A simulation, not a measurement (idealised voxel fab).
process module | voxel wiring stack
cross-section cut | 265 nm wide | cells 5 nm
A cross-section is a grid of square cells, given in bands from the top down. A band is one or more rows of cells.
Each band's line starts with the height of the band's top and of its bottom, in nm. Then come its materials from left to right, each with its width in nm. One material with "throughout" fills the band from edge to edge. "air" is empty space.
Height 0 is the level under which the wafer as received is all one material. The lowest band goes on downwards, as in "0 down".
A width such as "30 to 40" changes by the same amount from each row of cells to the next, from the band's top row to its bottom row.
"no change" after a step means that no cell of the cross-section changed.
closed voids: empty space of 8 cells or more with no open way to the top, each as width x height at its distance from the left edge, in nm
after a step's settings: what the simulator itself notes on the step
overlay nm, on a step with a mask: how far to the right of its planned place the mask lay; to the left if negative
plan
1 op RECEIVE | material Si
2 op CONFORMAL_DEP | material SiO2 | thk nm 15
3 op DIRECTIONAL_DEP | material TiN | thk nm 5
4 op DIRECTIONAL_DEP | material Ru | thk nm 20
5 op MASKED_ETCH | tone cover | mask id METAL_1 | width nm 30 | pitch nm 50 | etch materials Ru | depth nm 20 | overlay nm 0
6 op MASKED_ETCH | tone cover | mask id METAL_1 | width nm 30 | pitch nm 50 | etch materials TiN | depth nm 5 | overlay nm 0
7 op FILL_DEP | material SiO2 | thk nm 5
8 op CMP | height nm 40
9 op CONFORMAL_DEP | material SiCN | thk nm 5
10 op DIRECTIONAL_DEP | material lowk | thk nm 15
11 op MASKED_ETCH | tone open | mask id PLUG_1 | width nm 15 | pitch nm 100 | etch materials lowk | depth nm 15 | overlay nm 0
12 op MASKED_ETCH | tone open | mask id PLUG_1 | width nm 15 | pitch nm 100 | etch materials SiCN | depth nm 5 | overlay nm 0
13 op CONFORMAL_DEP | material TiN | thk nm 5
14 op FILL_DEP | material Cu | thk nm 10
15 op CMP | height nm 60
16 op DIRECTIONAL_DEP | material TiN | thk nm 5
17 op DIRECTIONAL_DEP | material Ru | thk nm 15
18 op DIRECTIONAL_DEP | material aC | thk nm 15
19 op PATTERN | tone cover | mask id METAL_2 | material resist | width nm 30 | pitch nm 50 | thk nm 30 | overlay nm 0
20 op DIRECTIONAL_ETCH | etch materials aC | depth nm 15
21 op STRIP | etch materials resist
22 op DIRECTIONAL_ETCH | etch materials Ru | depth nm 15
23 op DIRECTIONAL_ETCH | etch materials TiN | depth nm 5
24 op STRIP | etch materials aC
25 op CONFORMAL_DEP | material SiCN | thk nm 5
26 op FILL_DEP | material lowk | thk nm 5
27 op CMP | height nm 80
28 op CONFORMAL_DEP | material SiCN | thk nm 5
29 op DIRECTIONAL_DEP | material SiO2 | thk nm 15
30 op MASKED_ETCH | tone open | mask id PLUG_2 | width nm 15 | pitch nm 100 | etch materials SiO2 | depth nm 15 | overlay nm 0
31 op MASKED_ETCH | tone open | mask id PLUG_2 | width nm 15 | pitch nm 100 | etch materials SiCN | depth nm 5 | overlay nm 0
32 op EPI | material Ru | thk nm 10
33 op EPI | material Ru | thk nm 10
34 op DIRECTIONAL_DEP | material TiN | thk nm 5
35 op DIRECTIONAL_DEP | material Ru | thk nm 20
36 op MASKED_ETCH | tone cover | mask id METAL_3 | width nm 30 | pitch nm 50 | etch materials Ru | depth nm 20 | overlay nm 0
37 op MASKED_ETCH | tone cover | mask id METAL_3 | width nm 30 | pitch nm 50 | etch materials TiN | depth nm 5 | overlay nm 0
38 op FILL_DEP | material SiO2 | thk nm 5
39 op CMP | height nm 125
40 op CONFORMAL_DEP | material SiCN | thk nm 5
41 op DIRECTIONAL_DEP | material lowk | thk nm 15
42 op MASKED_ETCH | tone open | mask id PLUG_3 | width nm 15 | pitch nm 50 | etch materials lowk | depth nm 15 | overlay nm 0
43 op MASKED_ETCH | tone open | mask id PLUG_3 | width nm 15 | pitch nm 50 | etch materials SiCN | depth nm 5 | overlay nm 0
44 op EPI | material Ru | thk nm 10
45 op EPI | material Ru | thk nm 10
46 op CONFORMAL_DEP | material SiN | thk nm 5
47 op DIRECTIONAL_DEP | material lowk | thk nm 15
48 op MASKED_ETCH | tone open | mask id METAL_4 | width nm 30 | pitch nm 50 | etch materials lowk | depth nm 15 | overlay nm 0
49 op MASKED_ETCH | tone open | mask id METAL_4 | width nm 30 | pitch nm 50 | etch materials SiN | depth nm 5 | overlay nm 0
50 op CONFORMAL_DEP | material TiN | thk nm 5
51 op FILL_DEP | material Ru | thk nm 10
52 op CMP | height nm 165
53 op CONFORMAL_DEP | material SiCN | thk nm 5
first wafer, as planned
as received, after step 1
  0 down: Si throughout
  closed voids: none
after step 2
  15 to 0: SiO2 throughout
  below 0: unchanged
after step 3
  20 to 15: TiN throughout
  below 15: unchanged
after step 4
  40 to 20: Ru throughout
  below 20: unchanged
after step 5
  40 to 20: air 40 | Ru 30 | air 20 | Ru 30 | air 20 | Ru 30 | air 20 | Ru 30 | air 45
  below 20: unchanged
after step 6
  40 to 20: air 40 | Ru 30 | air 20 | Ru 30 | air 20 | Ru 30 | air 20 | Ru 30 | air 45
  20 to 15: air 40 | TiN 30 | air 20 | TiN 30 | air 20 | TiN 30 | air 20 | TiN 30 | air 45
  below 15: unchanged
after step 7
  45 to 40: SiO2 throughout
  40 to 20: SiO2 40 | Ru 30 | SiO2 20 | Ru 30 | SiO2 20 | Ru 30 | SiO2 20 | Ru 30 | SiO2 45
  20 to 15: SiO2 40 | TiN 30 | SiO2 20 | TiN 30 | SiO2 20 | TiN 30 | SiO2 20 | TiN 30 | SiO2 45
  below 15: unchanged
after step 8
  40 to 20: SiO2 40 | Ru 30 | SiO2 20 | Ru 30 | SiO2 20 | Ru 30 | SiO2 20 | Ru 30 | SiO2 45
  below 20: unchanged
after step 9
  45 to 40: SiCN throughout
  below 40: unchanged
after step 10
  60 to 45: lowk throughout
  below 45: unchanged
after step 11
  60 to 45: lowk 40 | air 15 | lowk 85 | air 15 | lowk 110
  below 45: unchanged
after step 12
  60 to 45: lowk 40 | air 15 | lowk 85 | air 15 | lowk 110
  45 to 40: SiCN 40 | air 15 | SiCN 85 | air 15 | SiCN 110
  below 40: unchanged
after step 13
  65 to 60: TiN 45 | air 5 | TiN 95 | air 5 | TiN 115
  60 to 45: lowk 40 | TiN 5 | air 5 | TiN 5 | lowk 85 | TiN 5 | air 5 | TiN 5 | lowk 110
  45 to 40: SiCN 40 | TiN 15 | SiCN 85 | TiN 15 | SiCN 110
  below 40: unchanged
after step 14
  75 to 65: Cu throughout
  65 to 60: TiN 45 | Cu 5 | TiN 95 | Cu 5 | TiN 115
  60 to 45: lowk 40 | TiN 5 | Cu 5 | TiN 5 | lowk 85 | TiN 5 | Cu 5 | TiN 5 | lowk 110
  below 45: unchanged
after step 15
  60 to 45: lowk 40 | TiN 5 | Cu 5 | TiN 5 | lowk 85 | TiN 5 | Cu 5 | TiN 5 | lowk 110
  below 45: unchanged
after step 16
  65 to 60: TiN throughout
  below 60: unchanged
after step 17
  80 to 65: Ru throughout
  below 65: unchanged
after step 18
  95 to 80: aC throughout
  below 80: unchanged
after step 19
  125 to 95: air 40 | resist 30 | air 20 | resist 30 | air 20 | resist 30 | air 20 | resist 30 | air 45
  below 95: unchanged
after step 20
  110 to 95: air 40 | resist 30 | air 20 | resist 30 | air 20 | resist 30 | air 20 | resist 30 | air 45
  95 to 80: air 40 | aC 30 | air 20 | aC 30 | air 20 | aC 30 | air 20 | aC 30 | air 45
  below 80: unchanged
after step 21
  95 to 80: air 40 | aC 30 | air 20 | aC 30 | air 20 | aC 30 | air 20 | aC 30 | air 45
  below 80: unchanged
after step 22
  95 to 80: air 40 | aC 30 | air 20 | aC 30 | air 20 | aC 30 | air 20 | aC 30 | air 45
  80 to 65: air 40 | Ru 30 | air 20 | Ru 30 | air 20 | Ru 30 | air 20 | Ru 30 | air 45
  below 65: unchanged
after step 23
  95 to 80: air 40 | aC 30 | air 20 | aC 30 | air 20 | aC 30 | air 20 | aC 30 | air 45
  80 to 65: air 40 | Ru 30 | air 20 | Ru 30 | air 20 | Ru 30 | air 20 | Ru 30 | air 45
  65 to 60: air 40 | TiN 30 | air 20 | TiN 30 | air 20 | TiN 30 | air 20 | TiN 30 | air 45
  below 60: unchanged
after step 24
  80 to 65: air 40 | Ru 30 | air 20 | Ru 30 | air 20 | Ru 30 | air 20 | Ru 30 | air 45
  below 65: unchanged
after step 25
  85 to 80: air 35 | SiCN 40 | air 10 | SiCN 40 | air 10 | SiCN 40 | air 10 | SiCN 40 | air 40
  80 to 65: air 35 | SiCN 5 | Ru 30 | SiCN 5 | air 10 | SiCN 5 | Ru 30 | SiCN 5 | air 10 | SiCN 5 | Ru 30 | SiCN 5 | air 10 | SiCN 5 | Ru 30 | SiCN 5 | air 40
  65 to 60: SiCN 40 | TiN 30 | SiCN 20 | TiN 30 | SiCN 20 | TiN 30 | SiCN 20 | TiN 30 | SiCN 45
  below 60: unchanged
after step 26
  90 to 85: lowk throughout
  85 to 80: lowk 35 | SiCN 40 | lowk 10 | SiCN 40 | lowk 10 | SiCN 40 | lowk 10 | SiCN 40 | lowk 40
  80 to 65: lowk 35 | SiCN 5 | Ru 30 | SiCN 5 | lowk 10 | SiCN 5 | Ru 30 | SiCN 5 | lowk 10 | SiCN 5 | Ru 30 | SiCN 5 | lowk 10 | SiCN 5 | Ru 30 | SiCN 5 | lowk 40
  below 65: unchanged
after step 27
  80 to 65: lowk 35 | SiCN 5 | Ru 30 | SiCN 5 | lowk 10 | SiCN 5 | Ru 30 | SiCN 5 | lowk 10 | SiCN 5 | Ru 30 | SiCN 5 | lowk 10 | SiCN 5 | Ru 30 | SiCN 5 | lowk 40
  below 65: unchanged
after step 28
  85 to 80: SiCN throughout
  below 80: unchanged
after step 29
  100 to 85: SiO2 throughout
  below 85: unchanged
after step 30
  100 to 85: SiO2 40 | air 15 | SiO2 85 | air 15 | SiO2 110
  below 85: unchanged
after step 31
  100 to 85: SiO2 40 | air 15 | SiO2 85 | air 15 | SiO2 110
  85 to 80: SiCN 40 | air 15 | SiCN 85 | air 15 | SiCN 110
  below 80: unchanged
after step 32
  100 to 90: SiO2 40 | air 15 | SiO2 85 | air 15 | SiO2 110
  90 to 85: SiO2 40 | Ru 15 | SiO2 85 | Ru 15 | SiO2 110
  85 to 80: SiCN 40 | Ru 15 | SiCN 85 | Ru 15 | SiCN 110
  below 80: unchanged
after step 33
  100 to 85: SiO2 40 | Ru 15 | SiO2 85 | Ru 15 | SiO2 110
  below 85: unchanged
after step 34
  105 to 100: TiN throughout
  below 100: unchanged
after step 35
  125 to 105: Ru throughout
  below 105: unchanged
after step 36
  125 to 105: air 40 | Ru 30 | air 20 | Ru 30 | air 20 | Ru 30 | air 20 | Ru 30 | air 45
  below 105: unchanged
after step 37
  125 to 105: air 40 | Ru 30 | air 20 | Ru 30 | air 20 | Ru 30 | air 20 | Ru 30 | air 45
  105 to 100: air 40 | TiN 30 | air 20 | TiN 30 | air 20 | TiN 30 | air 20 | TiN 30 | air 45
  below 100: unchanged
after step 38
  130 to 125: SiO2 throughout
  125 to 105: SiO2 40 | Ru 30 | SiO2 20 | Ru 30 | SiO2 20 | Ru 30 | SiO2 20 | Ru 30 | SiO2 45
  105 to 100: SiO2 40 | TiN 30 | SiO2 20 | TiN 30 | SiO2 20 | TiN 30 | SiO2 20 | TiN 30 | SiO2 45
  below 100: unchanged
after step 39
  125 to 105: SiO2 40 | Ru 30 | SiO2 20 | Ru 30 | SiO2 20 | Ru 30 | SiO2 20 | Ru 30 | SiO2 45
  below 105: unchanged
after step 40
  130 to 125: SiCN throughout
  below 125: unchanged
after step 41
  145 to 130: lowk throughout
  below 130: unchanged
after step 42
  145 to 130: lowk 40 | air 15 | lowk 35 | air 15 | lowk 35 | air 15 | lowk 35 | air 15 | lowk 60
  below 130: unchanged
after step 43
  145 to 130: lowk 40 | air 15 | lowk 35 | air 15 | lowk 35 | air 15 | lowk 35 | air 15 | lowk 60
  130 to 125: SiCN 40 | air 15 | SiCN 35 | air 15 | SiCN 35 | air 15 | SiCN 35 | air 15 | SiCN 60
  below 125: unchanged
after step 44
  145 to 135: lowk 40 | air 15 | lowk 35 | air 15 | lowk 35 | air 15 | lowk 35 | air 15 | lowk 60
  135 to 130: lowk 40 | Ru 15 | lowk 35 | Ru 15 | lowk 35 | Ru 15 | lowk 35 | Ru 15 | lowk 60
  130 to 125: SiCN 40 | Ru 15 | SiCN 35 | Ru 15 | SiCN 35 | Ru 15 | SiCN 35 | Ru 15 | SiCN 60
  below 125: unchanged
after step 45
  145 to 130: lowk 40 | Ru 15 | lowk 35 | Ru 15 | lowk 35 | Ru 15 | lowk 35 | Ru 15 | lowk 60
  below 130: unchanged
after step 46
  150 to 145: SiN throughout
  below 145: unchanged
after step 47
  165 to 150: lowk throughout
  below 150: unchanged
after step 48
  165 to 150: lowk 40 | air 30 | lowk 20 | air 30 | lowk 20 | air 30 | lowk 20 | air 30 | lowk 45
  below 150: unchanged
after step 49
  165 to 150: lowk 40 | air 30 | lowk 20 | air 30 | lowk 20 | air 30 | lowk 20 | air 30 | lowk 45
  150 to 145: SiN 40 | air 30 | SiN 20 | air 30 | SiN 20 | air 30 | SiN 20 | air 30 | SiN 45
  below 145: unchanged
after step 50
  170 to 165: TiN 45 | air 20 | TiN 30 | air 20 | TiN 30 | air 20 | TiN 30 | air 20 | TiN 50
  165 to 150: lowk 40 | TiN 5 | air 20 | TiN 5 | lowk 20 | TiN 5 | air 20 | TiN 5 | lowk 20 | TiN 5 | air 20 | TiN 5 | lowk 20 | TiN 5 | air 20 | TiN 5 | lowk 45
  150 to 145: SiN 40 | TiN 30 | SiN 20 | TiN 30 | SiN 20 | TiN 30 | SiN 20 | TiN 30 | SiN 45
  below 145: unchanged
after step 51
  180 to 170: Ru throughout
  170 to 165: TiN 45 | Ru 20 | TiN 30 | Ru 20 | TiN 30 | Ru 20 | TiN 30 | Ru 20 | TiN 50
  165 to 150: lowk 40 | TiN 5 | Ru 20 | TiN 5 | lowk 20 | TiN 5 | Ru 20 | TiN 5 | lowk 20 | TiN 5 | Ru 20 | TiN 5 | lowk 20 | TiN 5 | Ru 20 | TiN 5 | lowk 45
  below 150: unchanged
after step 52
  165 to 150: lowk 40 | TiN 5 | Ru 20 | TiN 5 | lowk 20 | TiN 5 | Ru 20 | TiN 5 | lowk 20 | TiN 5 | Ru 20 | TiN 5 | lowk 20 | TiN 5 | Ru 20 | TiN 5 | lowk 45
  below 150: unchanged
after step 53
  170 to 165: SiCN throughout
  below 165: unchanged
second wafer: like start, like plan, one mistake. Through step 35 it matches the first wafer
when step 36 should have ended
  125 to 105: air 50 | Ru 30 | air 20 | Ru 30 | air 20 | Ru 30 | air 20 | Ru 30 | air 35
  below 105: unchanged
when step 37 should have ended
  125 to 105: air 50 | Ru 30 | air 20 | Ru 30 | air 20 | Ru 30 | air 20 | Ru 30 | air 35
  105 to 100: air 40 | TiN 40 | air 10 | TiN 40 | air 10 | TiN 40 | air 10 | TiN 40 | air 35
  below 100: unchanged
when step 38 should have ended
  130 to 125: SiO2 throughout
  125 to 105: SiO2 50 | Ru 30 | SiO2 20 | Ru 30 | SiO2 20 | Ru 30 | SiO2 20 | Ru 30 | SiO2 35
  105 to 100: SiO2 40 | TiN 40 | SiO2 10 | TiN 40 | SiO2 10 | TiN 40 | SiO2 10 | TiN 40 | SiO2 35
  below 100: unchanged
when step 39 should have ended
  125 to 105: SiO2 50 | Ru 30 | SiO2 20 | Ru 30 | SiO2 20 | Ru 30 | SiO2 20 | Ru 30 | SiO2 35
  below 105: unchanged
when step 40 should have ended
  130 to 125: SiCN throughout
  below 125: unchanged
when step 41 should have ended
  145 to 130: lowk throughout
  below 130: unchanged
when step 42 should have ended
  145 to 130: lowk 40 | air 15 | lowk 35 | air 15 | lowk 35 | air 15 | lowk 35 | air 15 | lowk 60
  below 130: unchanged
when step 43 should have ended
  145 to 130: lowk 40 | air 15 | lowk 35 | air 15 | lowk 35 | air 15 | lowk 35 | air 15 | lowk 60
  130 to 125: SiCN 40 | air 15 | SiCN 35 | air 15 | SiCN 35 | air 15 | SiCN 35 | air 15 | SiCN 60
  below 125: unchanged
when step 44 should have ended
  145 to 135: lowk 40 | air 15 | lowk 35 | air 15 | lowk 35 | air 15 | lowk 35 | air 15 | lowk 60
  135 to 130: lowk 40 | Ru 15 | lowk 35 | Ru 15 | lowk 35 | Ru 15 | lowk 35 | Ru 15 | lowk 60
  130 to 125: SiCN 40 | Ru 15 | SiCN 35 | Ru 15 | SiCN 35 | Ru 15 | SiCN 35 | Ru 15 | SiCN 60
  below 125: unchanged
when step 45 should have ended
  145 to 130: lowk 40 | Ru 15 | lowk 35 | Ru 15 | lowk 35 | Ru 15 | lowk 35 | Ru 15 | lowk 60
  below 130: unchanged
when step 46 should have ended
  150 to 145: SiN throughout
  below 145: unchanged
when step 47 should have ended
  165 to 150: lowk throughout
  below 150: unchanged
when step 48 should have ended
  165 to 150: lowk 40 | air 30 | lowk 20 | air 30 | lowk 20 | air 30 | lowk 20 | air 30 | lowk 45
  below 150: unchanged
when step 49 should have ended
  165 to 150: lowk 40 | air 30 | lowk 20 | air 30 | lowk 20 | air 30 | lowk 20 | air 30 | lowk 45
  150 to 145: SiN 40 | air 30 | SiN 20 | air 30 | SiN 20 | air 30 | SiN 20 | air 30 | SiN 45
  below 145: unchanged
when step 50 should have ended
  170 to 165: TiN 45 | air 20 | TiN 30 | air 20 | TiN 30 | air 20 | TiN 30 | air 20 | TiN 50
  165 to 150: lowk 40 | TiN 5 | air 20 | TiN 5 | lowk 20 | TiN 5 | air 20 | TiN 5 | lowk 20 | TiN 5 | air 20 | TiN 5 | lowk 20 | TiN 5 | air 20 | TiN 5 | lowk 45
  150 to 145: SiN 40 | TiN 30 | SiN 20 | TiN 30 | SiN 20 | TiN 30 | SiN 20 | TiN 30 | SiN 45
  below 145: unchanged
when step 51 should have ended
  180 to 170: Ru throughout
  170 to 165: TiN 45 | Ru 20 | TiN 30 | Ru 20 | TiN 30 | Ru 20 | TiN 30 | Ru 20 | TiN 50
  165 to 150: lowk 40 | TiN 5 | Ru 20 | TiN 5 | lowk 20 | TiN 5 | Ru 20 | TiN 5 | lowk 20 | TiN 5 | Ru 20 | TiN 5 | lowk 20 | TiN 5 | Ru 20 | TiN 5 | lowk 45
  below 150: unchanged
when step 52 should have ended
  165 to 150: lowk 40 | TiN 5 | Ru 20 | TiN 5 | lowk 20 | TiN 5 | Ru 20 | TiN 5 | lowk 20 | TiN 5 | Ru 20 | TiN 5 | lowk 20 | TiN 5 | Ru 20 | TiN 5 | lowk 45
  below 150: unchanged
when step 53 should have ended
  170 to 165: SiCN throughout
  below 165: unchanged
what went wrong: step 36 ran as: op MASKED_ETCH | tone cover | mask id METAL_3 | width nm 30 | pitch nm 50 | etch materials Ru | depth nm 20 | overlay nm 10
at the end the second wafer has, in cells: 8 fewer of SiO2 | 8 more of TiN
